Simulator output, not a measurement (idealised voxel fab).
A process module follows: voxel wiring stack.
For reference, the cross-section in this document is cut, with width 300 nm and square cells of 5 nm.
Cross-section, as written here: a square-cell grid given band by band from the top down, where a band holds one or more rows of cells. What a band's entry tells you: where the top is and where the bottom is, as heights in nm, and after that what lies inside, material by material from left to right, each with its width in nm. Empty space is written as the word "air", and a single material marked with the word "all across" occupies the band from edge to edge. Heights are expressed relative to 0, this being the level below which the as-received wafer comprises one material exclusively. The lowest band is unbounded in the downward direction and is denoted as in "0 and below". Width spec "30..40" -> top row of cells at first value, bottom row at second value, equal per-row change in between. The designation "remains unaltered", where it is given for a processing step, indicates that no cell of the cross-section was altered in the course of that step. Under "Sealed cavities" you'll find the enclosed gaps, the ones with no way out to the top, that are 8 cells or bigger; each reads width x height at distance, with distance counted from the left edge, everything in nm. Anything after a step's settings on that line? It's the simulator's own note about the step. The setting "overlay nm" may be written on the line of a step. When the step uses a mask, the value reports how far to the right of the planned place the mask lay, and a negative value reports that it lay to the left.

This section lists the process steps that were planned:
- 1: RECEIVE with material Si
- 2: CONFORMAL_DEP with material SiO2, thk nm 15
- 3: DIRECTIONAL_DEP with material TiN, thk nm 5
- 4: DIRECTIONAL_DEP with material Ru, thk nm 25
- 5: PATTERN with tone cover, mask id METAL_1, material resist, width nm 20, pitch nm 35, thk nm 20, overlay nm 0
- 6: DIRECTIONAL_ETCH with etch materials Ru, depth nm 25
- 7: DIRECTIONAL_ETCH with etch materials TiN, depth nm 5
- 8: STRIP with etch materials resist
- 9: FILL_DEP with material SiO2, thk nm 5
- 10: CMP with height nm 45
- 11: CONFORMAL_DEP with material SiCN, thk nm 5
- 12: DIRECTIONAL_DEP with material SiO2, thk nm 30
- 13: PATTERN with tone open, mask id METAL_2_HOLES, material resist, width nm 15, pitch nm 35, thk nm 20, overlay nm 0
- 14: DIRECTIONAL_ETCH with etch materials SiO2, depth nm 30
- 15: STRIP with etch materials resist
- 16: PATTERN with tone open, mask id METAL_2, material resist, width nm 20, pitch nm 35, thk nm 20, overlay nm 0
- 17: DIRECTIONAL_ETCH with etch materials SiO2, depth nm 15
- 18: DIRECTIONAL_ETCH with etch materials SiCN, depth nm 5
- 19: STRIP with etch materials resist
- 20: CONFORMAL_DEP with material TiN, thk nm 5
- 21: FILL_DEP with material Cu, thk nm 10
- 22: CMP with height nm 80
- 23: CONFORMAL_DEP with material SiCN, thk nm 5
- 24: DIRECTIONAL_DEP with material SiO2, thk nm 10
- 25: MASKED_ETCH with tone open, mask id PLUG_2, width nm 15, pitch nm 35, etch materials SiO2, depth nm 10, overlay nm 0
- 26: MASKED_ETCH with tone open, mask id PLUG_2, width nm 15, pitch nm 35, etch materials SiCN, depth nm 5, overlay nm 0
- 27: EPI with material Ru, thk nm 10
- 28: EPI with material Ru, thk nm 5
- 29: DIRECTIONAL_DEP with material TiN, thk nm 5
- 30: DIRECTIONAL_DEP with material Ru, thk nm 20
- 31: MASKED_ETCH with tone cover, mask id METAL_3, width nm 20, pitch nm 35, etch materials Ru, depth nm 20, overlay nm 0
- 32: MASKED_ETCH with tone cover, mask id METAL_3, width nm 20, pitch nm 35, etch materials TiN, depth nm 5, overlay nm 0
- 33: FILL_DEP with material SiO2, thk nm 10
- 34: CMP with height nm 120
- 35: CONFORMAL_DEP with material SiCN, thk nm 5
- 36: DIRECTIONAL_DEP with material SiO2, thk nm 20
- 37: DIRECTIONAL_DEP with material aC, thk nm 10
- 38: PATTERN with tone open, mask id PLUG_3, material resist, width nm 15, pitch nm 35, thk nm 25, overlay nm 0
- 39: DIRECTIONAL_ETCH with etch materials aC, depth nm 10
- 40: STRIP with etch materials resist
- 41: DIRECTIONAL_ETCH with etch materials SiO2, depth nm 20
- 42: DIRECTIONAL_ETCH with etch materials SiCN, depth nm 5
- 43: STRIP with etch materials aC
- 44: CONFORMAL_DEP with material TiN, thk nm 5
- 45: FILL_DEP with material Cu, thk nm 10
- 46: CMP with height nm 145
- 47: DIRECTIONAL_DEP with material TiN, thk nm 5
- 48: DIRECTIONAL_DEP with material W, thk nm 25
- 49: MASKED_ETCH with tone cover, mask id METAL_4, width nm 20, pitch nm 35, etch materials W, depth nm 25, overlay nm 0
- 50: MASKED_ETCH with tone cover, mask id METAL_4, width nm 20, pitch nm 35, etch materials TiN, depth nm 5, overlay nm 0
- 51: CONFORMAL_DEP with material SiN, thk nm 5
- 52: FILL_DEP with material lowk, thk nm 5
- 53: CMP with height nm 175
- 54: CONFORMAL_DEP with material SiN, thk nm 5

Wafer cross-section on receipt, i.e. after step 1:
    0 and below | Si all across
    Sealed cavities: none

The cross-section shown corresponds to the wafer at the conclusion of the module. The initial structure and the process plan are those presented above; however, one mistake occurred in executing the plan:
    180 down to 175 | SiN all across
    175 down to 150 | lowk 80, then SiN 5, then W 20, then SiN 5, then lowk 5, then SiN 5, then W 20, then SiN 5, then lowk 5, then SiN 5, then W 20, then SiN 5, then lowk 5, then SiN 5, then W 20, then SiN 5, then lowk 85
    150 down to 145 | SiN 85, then TiN 20, then SiN 15, then TiN 20, then SiN 15, then TiN 20, then SiN 15, then TiN 20, then SiN 90
    145 down to 125 | SiO2 85, then TiN 5, then Cu 5, then TiN 5, then SiO2 20, then TiN 5, then Cu 5, then TiN 5, then SiO2 20, then TiN 5, then Cu 5, then TiN 5, then SiO2 20, then TiN 5, then Cu 5, then TiN 5, then SiO2 95
    125 down to 120 | SiCN 85, then TiN 15, then SiCN 20, then TiN 15, then SiCN 20, then TiN 15, then SiCN 20, then TiN 15, then SiCN 95
    120 down to 100 | SiO2 85, then Ru 20, then SiO2 15, then Ru 20, then SiO2 15, then Ru 20, then SiO2 15, then Ru 20, then SiO2 90
    100 down to 95 | SiO2 85, then TiN 20, then SiO2 15, then TiN 20, then SiO2 15, then TiN 20, then SiO2 15, then TiN 20, then SiO2 90
    95 down to 85 | SiO2 85, then Ru 15, then SiO2 20, then Ru 15, then SiO2 20, then Ru 15, then SiO2 20, then Ru 15, then SiO2 95
    85 down to 80 | SiCN 85, then Ru 15, then SiCN 20, then Ru 15, then SiCN 20, then Ru 15, then SiCN 20, then Ru 15, then SiCN 95
    80 down to 70 | SiO2 85, then SiCN 5, then Cu 10, then SiCN 5, then SiO2 15, then SiCN 5, then Cu 10, then SiCN 5, then SiO2 15, then SiCN 5, then Cu 10, then SiCN 5, then SiO2 15, then SiCN 5, then Cu 10, then SiCN 5, then SiO2 90
    70 down to 65 | SiO2 85, then SiCN 5, then Cu 5, then SiCN 10, then SiO2 15, then SiCN 5, then Cu 5, then SiCN 10, then SiO2 15, then SiCN 5, then Cu 5, then SiCN 10, then SiO2 15, then SiCN 5, then Cu 5, then SiCN 10, then SiO2 90
    65 down to 50 | SiO2 85, then SiCN 5, then Cu 5, then SiCN 5, then SiO2 20, then SiCN 5, then Cu 5, then SiCN 5, then SiO2 20, then SiCN 5, then Cu 5, then SiCN 5, then SiO2 20, then SiCN 5, then Cu 5, then SiCN 5, then SiO2 95
    50 down to 45 | SiCN all across
    45 down to 20 | SiO2 85, then Ru 20, then SiO2 15, then Ru 20, then SiO2 15, then Ru 20, then SiO2 15, then Ru 20, then SiO2 90
    20 down to 15 | SiO2 85, then TiN 20, then SiO2 15, then TiN 20, then SiO2 15, then TiN 20, then SiO2 15, then TiN 20, then SiO2 90
    15 down to 0 | SiO2 all across
    0 and below | Si all across
    Sealed cavities: none
Here's what went sideways: it should be noted that step 20 was executed with settings other than those planned, the operation and settings actually applied being CONFORMAL_DEP with material SiCN, thk nm 5
